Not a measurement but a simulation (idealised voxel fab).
The following is a process module called voxel wiring stack.
Section cut is 280 nm wide and gridded with 5 nm square cells.
Cross-section layout: square cells on a grid; listed as bands, top to bottom; a band spans one or more cell rows. What a band's entry tells you: where the top is and where the bottom is, as heights in nm, and after that what lies inside, material by material from left to right, each with its width in nm. Empty space is written as the word "blank", and a single material marked with the word "throughout" occupies the band from edge to edge. Zero point of the height axis is 0; under it, received wafer = one material. Lowest band: continues down indefinitely, "0 -> down". Per-row width for "30->40": begins at first number (top row of band), ends at second number (bottom row), increment between rows held constant. No cell of the cross-section changed in a step that is given as "nothing changed". In the "Fully sealed cavities" entry, you get each enclosed empty space of 8 cells or more, one with no open way to the top, written width x height at distance, distance from the left edge, in nm. Anything after a step's settings on that line? It's the simulator's own note about the step. Among the settings permitted on a step's line is "overlay nm"; applied to a step with a mask, it specifies the extent to which the mask lay to the right of its planned position, whereas a negative figure signifies a position to the left.
Steps planned for the process
1,RECEIVE,material Si
2,CONFORMAL_DEP,material SiO2,thk nm 15
3,CONFORMAL_DEP,material SiN,thk nm 5
4,DIRECTIONAL_DEP,material lowk,thk nm 15
5,DIRECTIONAL_DEP,material aC,thk nm 15
6,PATTERN,tone open,mask id METAL_1,material resist,width nm 25,pitch nm 55,thk nm 35,overlay nm 0
7,DIRECTIONAL_ETCH,etch materials aC,depth nm 15
8,STRIP,etch materials resist
9,DIRECTIONAL_ETCH,etch materials lowk,depth nm 15
10,DIRECTIONAL_ETCH,etch materials SiN,depth nm 5
11,STRIP,etch materials aC
12,CONFORMAL_DEP,material TiN,thk nm 5
13,FILL_DEP,material Cu,thk nm 10
14,CMP,height nm 35
15,EPI,material Ru,thk nm 5
16,FILL_DEP,material SiCN,thk nm 5
17,DIRECTIONAL_DEP,material SiO2,thk nm 25
18,MASKED_ETCH,tone open,mask id METAL_2,width nm 25,pitch nm 55,etch materials SiO2,depth nm 15,overlay nm 0
19,PATTERN,tone open,mask id METAL_2_HOLES,material resist,width nm 15,thk nm 20,overlay nm 0
20,DIRECTIONAL_ETCH,etch materials SiO2,depth nm 10
21,DIRECTIONAL_ETCH,etch materials SiCN,depth nm 5
22,STRIP,etch materials resist
23,CONFORMAL_DEP,material TiN,thk nm 5
24,FILL_DEP,material Cu,thk nm 5
25,CMP,height nm 70
26,CONFORMAL_DEP,material SiCN,thk nm 5
27,DIRECTIONAL_DEP,material SiO2,thk nm 30
28,PATTERN,tone open,mask id METAL_3,material resist,width nm 25,pitch nm 55,thk nm 15,overlay nm 0
29,DIRECTIONAL_ETCH,etch materials SiO2,depth nm 15
30,STRIP,etch materials resist
31,PATTERN,tone open,mask id METAL_3_HOLES,material resist,width nm 15,pitch nm 55,thk nm 15,overlay nm 0
32,DIRECTIONAL_ETCH,etch materials SiO2,depth nm 15
33,DIRECTIONAL_ETCH,etch materials SiCN,depth nm 5
34,STRIP,etch materials resist
35,CONFORMAL_DEP,material TiN,thk nm 5
36,FILL_DEP,material Ru,thk nm 10
37,CMP,height nm 105
38,CONFORMAL_DEP,material SiCN,thk nm 5
Here's what the wafer looked like in cross-section when it arrived - that's after step 1
    0 -> down: Si throughout
    Fully sealed cavities: none
Wafer at module end, in section. Began as above, planned as above, run with one mistake
    110 -> 105: SiCN throughout
    105 -> 95: SiO2 100 / TiN 5 / Ru 15 / TiN 5 / SiO2 30 / TiN 5 / Ru 15 / TiN 5 / SiO2 100
    95 -> 90: SiO2 100 / TiN 5 / Ru 5 / TiN 15 / SiO2 30 / TiN 5 / Ru 5 / TiN 15 / SiO2 100
    90 -> 75: SiO2 100 / TiN 5 / Ru 5 / TiN 5 / SiO2 40 / TiN 5 / Ru 5 / TiN 5 / SiO2 110
    75 -> 70: SiCN 100 / TiN 15 / SiCN 40 / TiN 15 / SiCN 110
    70 -> 60: SiO2 100 / TiN 5 / Cu 15 / TiN 5 / SiO2 30 / TiN 5 / Cu 15 / TiN 5 / SiO2 100
    60 -> 55: SiO2 100 / TiN 5 / Cu 5 / TiN 15 / SiO2 30 / TiN 25 / SiO2 100
    55 -> 45: SiO2 100 / TiN 5 / Cu 5 / TiN 5 / SiO2 165
    45 -> 40: SiCN 100 / TiN 15 / SiCN 165
    40 -> 35: Ru 105 / SiCN 15 / Ru 40 / SiCN 15 / Ru 105
    35 -> 20: Cu 95 / TiN 5 / lowk 25 / TiN 5 / Cu 20 / TiN 5 / lowk 25 / TiN 5 / Cu 95
    20 -> 15: TiN 100 / SiN 25 / TiN 30 / SiN 25 / TiN 100
    15 -> 0: SiO2 throughout
    0 -> down: Si throughout
    Fully sealed cavities: none
What was done differently from what was planned? step 6 ran with different settings than intended, the actual operation and settings being PATTERN,tone cover,mask id METAL_1,material resist,width nm 25,pitch nm 55,thk nm 35,overlay nm 0
